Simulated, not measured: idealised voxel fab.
process module | voxel transistor to metal
The cross-section shown here is cut; it is 165 nm wide and divided into square cells measuring 5 nm on a side.
Each cross-section below is a grid of square cells, stated as bands in top-down order, with one or more rows of cells making up each band. Top, bottom (nm), then materials left to right with widths (nm); lone material tagged "everywhere" fills the whole band edge to edge; "blank" = empty space. The level at which height equals 0 is the one under which the wafer, as it arrives, is entirely one material. No lower edge exists for the bottom band, which continues downward and is notated as in "0..down". It should be noted that a width expressed as "30..40" varies in equal increments from row to row of cells within the band, taking the value of the first number at the top row and that of the second number at the bottom row. Any step labelled "nothing was modified" changed none of the cells in the cross-section. Look at "Tabulated closed voids" for the closed voids: empty spaces with no open path to the top, sized 8 cells or up. Each is width x height at distance, distance from the left edge, all nm. On each step's line, the part that comes after the settings is the simulator's own comment on the step. overlay nm: mask offset rightward from planned place, masked step; negative means leftward offset.

The steps planned for the process are as follows:
1) RECEIVE [material Si]
2) CONFORMAL_DEP [material SiO2] [thk nm 5]
3) CONFORMAL_DEP [material SiN] [thk nm 10]
4) MASKED_ETCH [tone cover] [mask id ACTIVE] [width nm 105] [etch materials SiN] [depth nm 10] [overlay nm 0]
5) MASKED_ETCH [tone cover] [mask id ACTIVE] [width nm 105] [etch materials SiO2] [depth nm 5] [overlay nm 0]
6) MASKED_ETCH [tone cover] [mask id ACTIVE] [width nm 105] [etch materials Si] [depth nm 30] [overlay nm 0]
7) FILL_DEP [material SiO2] [thk nm 5]
8) CMP [height nm 15]
9) SELECTIVE_ETCH [etch materials SiO2] [depth nm 10]
10) STRIP [etch materials SiN]
11) SELECTIVE_ETCH [etch materials SiO2] [depth nm 5]
12) OXIDIZE [depth nm 5]
13) DIRECTIONAL_DEP [material polySi] [thk nm 25]
14) DIRECTIONAL_DEP [material SiCN] [thk nm 15]
15) PATTERN [tone cover] [mask id GATE] [material resist] [width nm 15] [thk nm 20] [overlay nm 0]
16) DIRECTIONAL_ETCH [etch materials SiCN] [depth nm 25]
17) DIRECTIONAL_ETCH [etch materials polySi] [depth nm 35]
18) STRIP [etch materials resist]
19) CONFORMAL_DEP [material SiO2] [thk nm 5]
20) DIRECTIONAL_ETCH [etch materials SiO2] [depth nm 5]
21) CONFORMAL_DEP [material SiN] [thk nm 5]
22) DIRECTIONAL_ETCH [etch materials SiN] [depth nm 5]
23) DIRECTIONAL_ETCH [etch materials SiO2] [depth nm 5]
24) DIRECTIONAL_ETCH [etch materials Si] [depth nm 10]
25) EPI [material pSi] [thk nm 15]
26) FILL_DEP [material SiO2] [thk nm 5]
27) CMP [height nm 40]
28) DIRECTIONAL_DEP [material SiO2] [thk nm 10]
29) DIRECTIONAL_DEP [material aC] [thk nm 10]
30) PATTERN [tone open] [mask id CONTACT] [material resist] [width nm 30] [pitch nm 55] [thk nm 25] [overlay nm 0]
31) DIRECTIONAL_ETCH [etch materials aC] [depth nm 10]
32) STRIP [etch materials resist]
33) DIRECTIONAL_ETCH [etch materials SiO2] [depth nm 50]
34) STRIP [etch materials aC]
35) CONFORMAL_DEP [material TiN] [thk nm 5]
36) FILL_DEP [material W] [thk nm 10]
37) CMP [height nm 50]
38) DIRECTIONAL_DEP [material TiN] [thk nm 5]
39) DIRECTIONAL_DEP [material W] [thk nm 20]
40) MASKED_ETCH [tone cover] [mask id METAL_1] [width nm 15] [pitch nm 70] [etch materials W] [depth nm 20] [overlay nm 0]
41) MASKED_ETCH [tone cover] [mask id METAL_1] [width nm 15] [pitch nm 70] [etch materials TiN] [depth nm 5] [overlay nm 0]
42) FILL_DEP [material lowk] [thk nm 10]
43) CMP [height nm 75]
44) CONFORMAL_DEP [material SiCN] [thk nm 5]
45) DIRECTIONAL_DEP [material lowk] [thk nm 25]
46) MASKED_ETCH [tone open] [mask id METAL_2] [width nm 15] [pitch nm 70] [etch materials lowk] [depth nm 15] [overlay nm 0]
47) MASKED_ETCH [tone open] [mask id METAL_2_HOLES] [width nm 15] [pitch nm 70] [etch materials lowk] [depth nm 10] [overlay nm 0]
48) MASKED_ETCH [tone open] [mask id METAL_2_HOLES] [width nm 15] [pitch nm 70] [etch materials SiCN] [depth nm 5] [overlay nm 0]
49) CONFORMAL_DEP [material TiN] [thk nm 5]
50) FILL_DEP [material Cu] [thk nm 10]
51) CMP [height nm 105]
52) CONFORMAL_DEP [material SiCN] [thk nm 5]

First wafer out of two, processed as planned:

As-received wafer cross-section (after step 1):
  0..down | Si everywhere
  Tabulated closed voids: none

The following cross-section depicts the wafer upon completion of step 2:
  5..0 | SiO2 everywhere
  Beneath the level 0, the cross-section is identical to its previous state.

The following cross-section depicts the wafer upon completion of step 3:
  15..5 | SiN everywhere
  Beneath the level 5, the cross-section is identical to its previous state.

The following cross-section depicts the wafer upon completion of step 4:
  15..5 | blank 30  SiN 105  blank 30
  Beneath the level 5, the cross-section is identical to its previous state.

The following cross-section depicts the wafer upon completion of step 5:
  15..5 | blank 30  SiN 105  blank 30
  5..0 | blank 30  SiO2 105  blank 30
  Beneath the level 0, the cross-section is identical to its previous state.

The following cross-section depicts the wafer upon completion of step 6:
  15..5 | blank 30  SiN 105  blank 30
  5..0 | blank 30  SiO2 105  blank 30
  0..-30 | blank 30  Si 105  blank 30
  Beneath the level -30, the cross-section is identical to its previous state.

The following cross-section depicts the wafer upon completion of step 7:
  20..15 | SiO2 everywhere
  15..5 | SiO2 30  SiN 105  SiO2 30
  5..0 | SiO2 everywhere
  0..-30 | SiO2 30  Si 105  SiO2 30
  Beneath the level -30, the cross-section is identical to its previous state.

The following cross-section depicts the wafer upon completion of step 8:
  15..5 | SiO2 30  SiN 105  SiO2 30
  Beneath the level 5, the cross-section is identical to its previous state.

The following cross-section depicts the wafer upon completion of step 9:
  15..5 | blank 30  SiN 105  blank 30
  Beneath the level 5, the cross-section is identical to its previous state.

The following cross-section depicts the wafer upon completion of step 10:
  5..0 | SiO2 everywhere
  Beneath the level 0, the cross-section is identical to its previous state.

The following cross-section depicts the wafer upon completion of step 11:
  0..-30 | SiO2 30  Si 105  SiO2 30
  Beneath the level -30, the cross-section is identical to its previous state.

The following cross-section depicts the wafer upon completion of step 12:
  0..-5 | SiO2 everywhere
  Beneath the level -5, the cross-section is identical to its previous state.

The following cross-section depicts the wafer upon completion of step 13:
  25..0 | polySi everywhere
  Beneath the level 0, the cross-section is identical to its previous state.

The following cross-section depicts the wafer upon completion of step 14:
  40..25 | SiCN everywhere
  Beneath the level 25, the cross-section is identical to its previous state.

The following cross-section depicts the wafer upon completion of step 15:
  60..40 | blank 75  resist 15  blank 75
  Beneath the level 40, the cross-section is identical to its previous state.

The following cross-section depicts the wafer upon completion of step 16:
  60..40 | blank 75  resist 15  blank 75
  40..25 | blank 75  SiCN 15  blank 75
  Beneath the level 25, the cross-section is identical to its previous state.

The following cross-section depicts the wafer upon completion of step 17:
  60..40 | blank 75  resist 15  blank 75
  40..25 | blank 75  SiCN 15  blank 75
  25..0 | blank 75  polySi 15  blank 75
  Beneath the level 0, the cross-section is identical to its previous state.

The following cross-section depicts the wafer upon completion of step 18:
  40..25 | blank 75  SiCN 15  blank 75
  Beneath the level 25, the cross-section is identical to its previous state.

The following cross-section depicts the wafer upon completion of step 19:
  45..40 | blank 70  SiO2 25  blank 70
  40..25 | blank 70  SiO2 5  SiCN 15  SiO2 5  blank 70
  25..5 | blank 70  SiO2 5  polySi 15  SiO2 5  blank 70
  5..0 | SiO2 75  polySi 15  SiO2 75
  Beneath the level 0, the cross-section is identical to its previous state.

The following cross-section depicts the wafer upon completion of step 20:
  40..25 | blank 70  SiO2 5  SiCN 15  SiO2 5  blank 70
  25..0 | blank 70  SiO2 5  polySi 15  SiO2 5  blank 70
  Beneath the level 0, the cross-section is identical to its previous state.

The following cross-section depicts the wafer upon completion of step 21:
  45..40 | blank 65  SiN 35  blank 65
  40..25 | blank 65  SiN 5  SiO2 5  SiCN 15  SiO2 5  SiN 5  blank 65
  25..5 | blank 65  SiN 5  SiO2 5  polySi 15  SiO2 5  SiN 5  blank 65
  5..0 | SiN 70  SiO2 5  polySi 15  SiO2 5  SiN 70
  Beneath the level 0, the cross-section is identical to its previous state.

The following cross-section depicts the wafer upon completion of step 22:
  40..25 | blank 65  SiN 5  SiO2 5  SiCN 15  SiO2 5  SiN 5  blank 65
  25..0 | blank 65  SiN 5  SiO2 5  polySi 15  SiO2 5  SiN 5  blank 65
  Beneath the level 0, the cross-section is identical to its previous state.

The following cross-section depicts the wafer upon completion of step 23:
  40..35 | blank 65  SiN 5  blank 5  SiCN 15  blank 5  SiN 5  blank 65
  35..25 | blank 65  SiN 5  SiO2 5  SiCN 15  SiO2 5  SiN 5  blank 65
  25..0 | blank 65  SiN 5  SiO2 5  polySi 15  SiO2 5  SiN 5  blank 65
  0..-5 | blank 65  SiO2 35  blank 65
  Beneath the level -5, the cross-section is identical to its previous state.

The following cross-section depicts the wafer upon completion of step 24:
  40..35 | blank 65  SiN 5  blank 5  SiCN 15  blank 5  SiN 5  blank 65
  35..25 | blank 65  SiN 5  SiO2 5  SiCN 15  SiO2 5  SiN 5  blank 65
  25..0 | blank 65  SiN 5  SiO2 5  polySi 15  SiO2 5  SiN 5  blank 65
  0..-5 | blank 65  SiO2 35  blank 65
  -5..-15 | SiO2 30  blank 35  Si 35  blank 35  SiO2 30
  Beneath the level -15, the cross-section is identical to its previous state.

The following cross-section depicts the wafer upon completion of step 25:
  40..35 | blank 65  SiN 5  blank 5  SiCN 15  blank 5  SiN 5  blank 65
  35..25 | blank 65  SiN 5  SiO2 5  SiCN 15  SiO2 5  SiN 5  blank 65
  25..10 | blank 65  SiN 5  SiO2 5  polySi 15  SiO2 5  SiN 5  blank 65
  10..0 | blank 50  pSi 15  SiN 5  SiO2 5  polySi 15  SiO2 5  SiN 5  pSi 15  blank 50
  0..-5 | blank 25  pSi 40  SiO2 35  pSi 40  blank 25
  -5..-15 | SiO2 30  pSi 35  Si 35  pSi 35  SiO2 30
  Beneath the level -15, the cross-section is identical to its previous state.

The following cross-section depicts the wafer upon completion of step 26:
  45..40 | SiO2 everywhere
  40..25 | SiO2 65  SiN 5  SiO2 5  SiCN 15  SiO2 5  SiN 5  SiO2 65
  25..10 | SiO2 65  SiN 5  SiO2 5  polySi 15  SiO2 5  SiN 5  SiO2 65
  10..0 | SiO2 50  pSi 15  SiN 5  SiO2 5  polySi 15  SiO2 5  SiN 5  pSi 15  SiO2 50
  0..-5 | SiO2 25  pSi 40  SiO2 35  pSi 40  SiO2 25
  Beneath the level -5, the cross-section is identical to its previous state.

The following cross-section depicts the wafer upon completion of step 27:
  40..25 | SiO2 65  SiN 5  SiO2 5  SiCN 15  SiO2 5  SiN 5  SiO2 65
  Beneath the level 25, the cross-section is identical to its previous state.

The following cross-section depicts the wafer upon completion of step 28:
  50..40 | SiO2 everywhere
  Beneath the level 40, the cross-section is identical to its previous state.

The following cross-section depicts the wafer upon completion of step 29:
  60..50 | aC everywhere
  Beneath the level 50, the cross-section is identical to its previous state.

The following cross-section depicts the wafer upon completion of step 30:
  85..60 | resist 40  blank 30  resist 25  blank 30  resist 40
  Beneath the level 60, the cross-section is identical to its previous state.

The following cross-section depicts the wafer upon completion of step 31:
  75..60 | resist 40  blank 30  resist 25  blank 30  resist 40
  60..50 | aC 40  blank 30  aC 25  blank 30  aC 40
  Beneath the level 50, the cross-section is identical to its previous state.

The following cross-section depicts the wafer upon completion of step 32:
  60..50 | aC 40  blank 30  aC 25  blank 30  aC 40
  Beneath the level 50, the cross-section is identical to its previous state.

The following cross-section depicts the wafer upon completion of step 33:
  60..50 | aC 40  blank 30  aC 25  blank 30  aC 40
  50..40 | SiO2 40  blank 30  SiO2 25  blank 30  SiO2 40
  40..25 | SiO2 40  blank 25  SiN 5  SiO2 5  SiCN 15  SiO2 5  SiN 5  blank 25  SiO2 40
  25..10 | SiO2 40  blank 25  SiN 5  SiO2 5  polySi 15  SiO2 5  SiN 5  blank 25  SiO2 40
  10..0 | SiO2 40  blank 10  pSi 15  SiN 5  SiO2 5  polySi 15  SiO2 5  SiN 5  pSi 15  blank 10  SiO2 40
  Beneath the level 0, the cross-section is identical to its previous state.

The following cross-section depicts the wafer upon completion of step 34:
  50..40 | SiO2 40  blank 30  SiO2 25  blank 30  SiO2 40
  Beneath the level 40, the cross-section is identical to its previous state.

The following cross-section depicts the wafer upon completion of step 35:
  55..50 | TiN 45  blank 20  TiN 35  blank 20  TiN 45
  50..40 | SiO2 40  TiN 5  blank 20..15  TiN 5..10  SiO2 25  TiN 5..10  blank 20..15  TiN 5  SiO2 40
  40..25 | SiO2 40  TiN 5  blank 15  TiN 5  SiN 5  SiO2 5  SiCN 15  SiO2 5  SiN 5  TiN 5  blank 15  TiN 5  SiO2 40
  25..15 | SiO2 40  TiN 5  blank 15  TiN 5  SiN 5  SiO2 5  polySi 15  SiO2 5  SiN 5  TiN 5  blank 15  TiN 5  SiO2 40
  15..10 | SiO2 40  TiN 25  SiN 5  SiO2 5  polySi 15  SiO2 5  SiN 5  TiN 25  SiO2 40
  10..0 | SiO2 40  TiN 10  pSi 15  SiN 5  SiO2 5  polySi 15  SiO2 5  SiN 5  pSi 15  TiN 10  SiO2 40
  Beneath the level 0, the cross-section is identical to its previous state.

The following cross-section depicts the wafer upon completion of step 36:
  65..55 | W everywhere
  55..50 | TiN 45  W 20  TiN 35  W 20  TiN 45
  50..40 | SiO2 40  TiN 5  W 20..15  TiN 5..10  SiO2 25  TiN 5..10  W 20..15  TiN 5  SiO2 40
  40..25 | SiO2 40  TiN 5  W 15  TiN 5  SiN 5  SiO2 5  SiCN 15  SiO2 5  SiN 5  TiN 5  W 15  TiN 5  SiO2 40
  25..15 | SiO2 40  TiN 5  W 15  TiN 5  SiN 5  SiO2 5  polySi 15  SiO2 5  SiN 5  TiN 5  W 15  TiN 5  SiO2 40
  Beneath the level 15, the cross-section is identical to its previous state.

The following cross-section depicts the wafer upon completion of step 37:
  50..40 | SiO2 40  TiN 5  W 20..15  TiN 5..10  SiO2 25  TiN 5..10  W 20..15  TiN 5  SiO2 40
  Beneath the level 40, the cross-section is identical to its previous state.

The following cross-section depicts the wafer upon completion of step 38:
  55..50 | TiN everywhere
  Beneath the level 50, the cross-section is identical to its previous state.

The following cross-section depicts the wafer upon completion of step 39:
  75..55 | W everywhere
  Beneath the level 55, the cross-section is identical to its previous state.

The following cross-section depicts the wafer upon completion of step 40:
  75..55 | blank 40  W 15  blank 55  W 15  blank 40
  Beneath the level 55, the cross-section is identical to its previous state.

The following cross-section depicts the wafer upon completion of step 41:
  75..55 | blank 40  W 15  blank 55  W 15  blank 40
  55..50 | blank 40  TiN 15  blank 55  TiN 15  blank 40
  Beneath the level 50, the cross-section is identical to its previous state.

The following cross-section depicts the wafer upon completion of step 42:
  85..75 | lowk everywhere
  75..55 | lowk 40  W 15  lowk 55  W 15  lowk 40
  55..50 | lowk 40  TiN 15  lowk 55  TiN 15  lowk 40
  Beneath the level 50, the cross-section is identical to its previous state.

The following cross-section depicts the wafer upon completion of step 43:
  75..55 | lowk 40  W 15  lowk 55  W 15  lowk 40
  Beneath the level 55, the cross-section is identical to its previous state.

The following cross-section depicts the wafer upon completion of step 44:
  80..75 | SiCN everywhere
  Beneath the level 75, the cross-section is identical to its previous state.

The following cross-section depicts the wafer upon completion of step 45:
  105..80 | lowk everywhere
  Beneath the level 80, the cross-section is identical to its previous state.

The following cross-section depicts the wafer upon completion of step 46:
  105..90 | lowk 40  blank 15  lowk 55  blank 15  lowk 40
  Beneath the level 90, the cross-section is identical to its previous state.

The following cross-section depicts the wafer upon completion of step 47:
  105..80 | lowk 40  blank 15  lowk 55  blank 15  lowk 40
  Beneath the level 80, the cross-section is identical to its previous state.

The following cross-section depicts the wafer upon completion of step 48:
  105..80 | lowk 40  blank 15  lowk 55  blank 15  lowk 40
  80..75 | SiCN 40  blank 15  SiCN 55  blank 15  SiCN 40
  Beneath the level 75, the cross-section is identical to its previous state.

The following cross-section depicts the wafer upon completion of step 49:
  110..105 | TiN 45  blank 5  TiN 65  blank 5  TiN 45
  105..80 | lowk 40  TiN 5  blank 5  TiN 5  lowk 55  TiN 5  blank 5  TiN 5  lowk 40
  80..75 | SiCN 40  TiN 15  SiCN 55  TiN 15  SiCN 40
  Beneath the level 75, the cross-section is identical to its previous state.

The following cross-section depicts the wafer upon completion of step 50:
  120..110 | Cu everywhere
  110..105 | TiN 45  Cu 5  TiN 65  Cu 5  TiN 45
  105..80 | lowk 40  TiN 5  Cu 5  TiN 5  lowk 55  TiN 5  Cu 5  TiN 5  lowk 40
  Beneath the level 80, the cross-section is identical to its previous state.

The following cross-section depicts the wafer upon completion of step 51:
  105..80 | lowk 40  TiN 5  Cu 5  TiN 5  lowk 55  TiN 5  Cu 5  TiN 5  lowk 40
  Beneath the level 80, the cross-section is identical to its previous state.

The following cross-section depicts the wafer upon completion of step 52:
  110..105 | SiCN everywhere
  Beneath the level 105, the cross-section is identical to its previous state.

Second wafer: same start and same plan as the first, one execution error; identical to the first through step 33:

Cross-sectional view of the second wafer at the intended end time of process step 34:
  60..50 | aC 40  blank 30  aC 25  blank 30  aC 40
  50..40 | SiO2 40  blank 30  SiO2 25  blank 30  SiO2 40
  40..25 | SiO2 40  blank 30  SiO2 5  SiCN 15  SiO2 5  blank 30  SiO2 40
  25..10 | SiO2 40  blank 30  SiO2 5  polySi 15  SiO2 5  blank 30  SiO2 40
  10..0 | SiO2 40  blank 10  pSi 15  blank 5  SiO2 5  polySi 15  SiO2 5  blank 5  pSi 15  blank 10  SiO2 40
  Beneath the level 0, the cross-section is identical to its previous state.

Cross-sectional view of the second wafer at the intended end time of process step 35:
  65..60 | TiN 45  blank 20  TiN 35  blank 20  TiN 45
  60..50 | aC 40  TiN 5  blank 20  TiN 5  aC 25  TiN 5  blank 20  TiN 5  aC 40
  50..40 | SiO2 40  TiN 5  blank 20  TiN 5  SiO2 25  TiN 5  blank 20  TiN 5  SiO2 40
  40..25 | SiO2 40  TiN 5  blank 20  TiN 5  SiO2 5  SiCN 15  SiO2 5  TiN 5  blank 20  TiN 5  SiO2 40
  25..15 | SiO2 40  TiN 5  blank 20  TiN 5  SiO2 5  polySi 15  SiO2 5  TiN 5  blank 20  TiN 5  SiO2 40
  15..10 | SiO2 40  TiN 30  SiO2 5  polySi 15  SiO2 5  TiN 30  SiO2 40
  10..0 | SiO2 40  TiN 10  pSi 15  TiN 5  SiO2 5  polySi 15  SiO2 5  TiN 5  pSi 15  TiN 10  SiO2 40
  Beneath the level 0, the cross-section is identical to its previous state.

Cross-sectional view of the second wafer at the intended end time of process step 36:
  75..65 | W everywhere
  65..60 | TiN 45  W 20  TiN 35  W 20  TiN 45
  60..50 | aC 40  TiN 5  W 20  TiN 5  aC 25  TiN 5  W 20  TiN 5  aC 40
  50..40 | SiO2 40  TiN 5  W 20  TiN 5  SiO2 25  TiN 5  W 20  TiN 5  SiO2 40
  40..25 | SiO2 40  TiN 5  W 20  TiN 5  SiO2 5  SiCN 15  SiO2 5  TiN 5  W 20  TiN 5  SiO2 40
  25..15 | SiO2 40  TiN 5  W 20  TiN 5  SiO2 5  polySi 15  SiO2 5  TiN 5  W 20  TiN 5  SiO2 40
  Beneath the level 15, the cross-section is identical to its previous state.

Cross-sectional view of the second wafer at the intended end time of process step 37:
  50..40 | SiO2 40  TiN 5  W 20  TiN 5  SiO2 25  TiN 5  W 20  TiN 5  SiO2 40
  Beneath the level 40, the cross-section is identical to its previous state.

Cross-sectional view of the second wafer at the intended end time of process step 38:
  55..50 | TiN everywhere
  Beneath the level 50, the cross-section is identical to its previous state.

Cross-sectional view of the second wafer at the intended end time of process step 39:
  75..55 | W everywhere
  Beneath the level 55, the cross-section is identical to its previous state.

Cross-sectional view of the second wafer at the intended end time of process step 40:
  75..55 | blank 40  W 15  blank 55  W 15  blank 40
  Beneath the level 55, the cross-section is identical to its previous state.

Cross-sectional view of the second wafer at the intended end time of process step 41:
  75..55 | blank 40  W 15  blank 55  W 15  blank 40
  55..50 | blank 40  TiN 15  blank 55  TiN 15  blank 40
  Beneath the level 50, the cross-section is identical to its previous state.

Cross-sectional view of the second wafer at the intended end time of process step 42:
  85..75 | lowk everywhere
  75..55 | lowk 40  W 15  lowk 55  W 15  lowk 40
  55..50 | lowk 40  TiN 15  lowk 55  TiN 15  lowk 40
  Beneath the level 50, the cross-section is identical to its previous state.

Cross-sectional view of the second wafer at the intended end time of process step 43:
  75..55 | lowk 40  W 15  lowk 55  W 15  lowk 40
  Beneath the level 55, the cross-section is identical to its previous state.

Cross-sectional view of the second wafer at the intended end time of process step 44:
  80..75 | SiCN everywhere
  Beneath the level 75, the cross-section is identical to its previous state.

Cross-sectional view of the second wafer at the intended end time of process step 45:
  105..80 | lowk everywhere
  Beneath the level 80, the cross-section is identical to its previous state.

Cross-sectional view of the second wafer at the intended end time of process step 46:
  105..90 | lowk 40  blank 15  lowk 55  blank 15  lowk 40
  Beneath the level 90, the cross-section is identical to its previous state.

Cross-sectional view of the second wafer at the intended end time of process step 47:
  105..80 | lowk 40  blank 15  lowk 55  blank 15  lowk 40
  Beneath the level 80, the cross-section is identical to its previous state.

Cross-sectional view of the second wafer at the intended end time of process step 48:
  105..80 | lowk 40  blank 15  lowk 55  blank 15  lowk 40
  80..75 | SiCN 40  blank 15  SiCN 55  blank 15  SiCN 40
  Beneath the level 75, the cross-section is identical to its previous state.

Cross-sectional view of the second wafer at the intended end time of process step 49:
  110..105 | TiN 45  blank 5  TiN 65  blank 5  TiN 45
  105..80 | lowk 40  TiN 5  blank 5  TiN 5  lowk 55  TiN 5  blank 5  TiN 5  lowk 40
  80..75 | SiCN 40  TiN 15  SiCN 55  TiN 15  SiCN 40
  Beneath the level 75, the cross-section is identical to its previous state.

Cross-sectional view of the second wafer at the intended end time of process step 50:
  120..110 | Cu everywhere
  110..105 | TiN 45  Cu 5  TiN 65  Cu 5  TiN 45
  105..80 | lowk 40  TiN 5  Cu 5  TiN 5  lowk 55  TiN 5  Cu 5  TiN 5  lowk 40
  Beneath the level 80, the cross-section is identical to its previous state.

Cross-sectional view of the second wafer at the intended end time of process step 51:
  105..80 | lowk 40  TiN 5  Cu 5  TiN 5  lowk 55  TiN 5  Cu 5  TiN 5  lowk 40
  Beneath the level 80, the cross-section is identical to its previous state.

Cross-sectional view of the second wafer at the intended end time of process step 52:
  110..105 | SiCN everywhere
  Beneath the level 105, the cross-section is identical to its previous state.
Against the plan, the run slipped here: the process deviated at step 34: the operation and settings actually run there were STRIP [etch materials SiN]
The closing comparison, in cells, has the second wafer with more or fewer of some materials than the first: SiN: 16 fewer | TiN: 4 more | W: 12 more
